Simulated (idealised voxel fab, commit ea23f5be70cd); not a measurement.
process module | voxel self aligned contacts
cross-section cut | 145 nm wide | cells 5 nm
A cross-section is a grid of square cells, given in bands from the top down. A band is one or more rows of cells.
Each band's line starts with the height of the band's top and of its bottom, in nm. Then come its materials from left to right, each with its width in nm. One material with "throughout" fills the band from edge to edge. "air" is empty space.
Height 0 is the level under which the wafer as received is all one material. The lowest band goes on downwards, as in "0 down".
A width such as "30 to 40" changes by the same amount from each row of cells to the next, from the band's top row to its bottom row.
"no change" after a step means that no cell of the cross-section changed.
closed voids: empty space of 8 cells or more with no open way to the top, each as width x height at its distance from the left edge, in nm
after a step's settings: what the simulator itself notes on the step
overlay nm, on a step with a mask: how far to the right of its planned place the mask lay; to the left if negative
plan
1 op RECEIVE | material Si
2 op CONFORMAL_DEP | material SiO2 | thk nm 5
3 op DIRECTIONAL_DEP | material polySi | thk nm 20
4 op DIRECTIONAL_DEP | material SiN | thk nm 25
5 op PATTERN | tone cover | mask id GATE | material resist | width nm 30 | pitch nm 70 | thk nm 15 | overlay nm 0
6 op DIRECTIONAL_ETCH | etch materials SiN | depth nm 15
7 op DIRECTIONAL_ETCH | etch materials polySi | depth nm 20
8 op STRIP | etch materials resist
9 op CONFORMAL_DEP | material SiN | thk nm 10
10 op DIRECTIONAL_ETCH | etch materials SiN | depth nm 10
11 op FILL_DEP | material SiO2 | thk nm 15
12 op CMP | height nm 55
13 op MASKED_ETCH | tone open | mask id CONTACT | width nm 50 | etch materials SiO2 | depth nm 55 | overlay nm 0
14 op CONFORMAL_DEP | material TiN | thk nm 5
15 op FILL_DEP | material W | thk nm 10
16 op CMP | height nm 55
17 op CONFORMAL_DEP | material SiCN | thk nm 5
varied across the wafers: depth nm of step 6. The plan shows the first wafer's value. All wafers start alike
first wafer as received, after step 1
  0 down: Si throughout
  closed voids: none
each wafer at the end: cells of each material gained (+) or lost (-) since it was received, then its closed voids
depth nm 15 | +29 SiCN | +118 SiN | +63 SiO2 | +16 TiN | +6 W | +116 polySi | closed voids: none
depth nm 20 | +29 SiCN | +109 SiN | +68 SiO2 | +18 TiN | +8 W | +116 polySi | closed voids: none
depth nm 25 | +29 SiCN | +132 SiN | +89 SiO2 | +30 TiN | +20 W | +48 polySi | closed voids: none
depth nm 30 | +29 SiCN | +132 SiN | +89 SiO2 | +30 TiN | +20 W | +48 polySi | closed voids: none
depth nm 35 | +29 SiCN | +132 SiN | +89 SiO2 | +30 TiN | +20 W | +48 polySi | closed voids: none
depth nm 40 | +29 SiCN | +132 SiN | +89 SiO2 | +30 TiN | +20 W | +48 polySi | closed voids: none
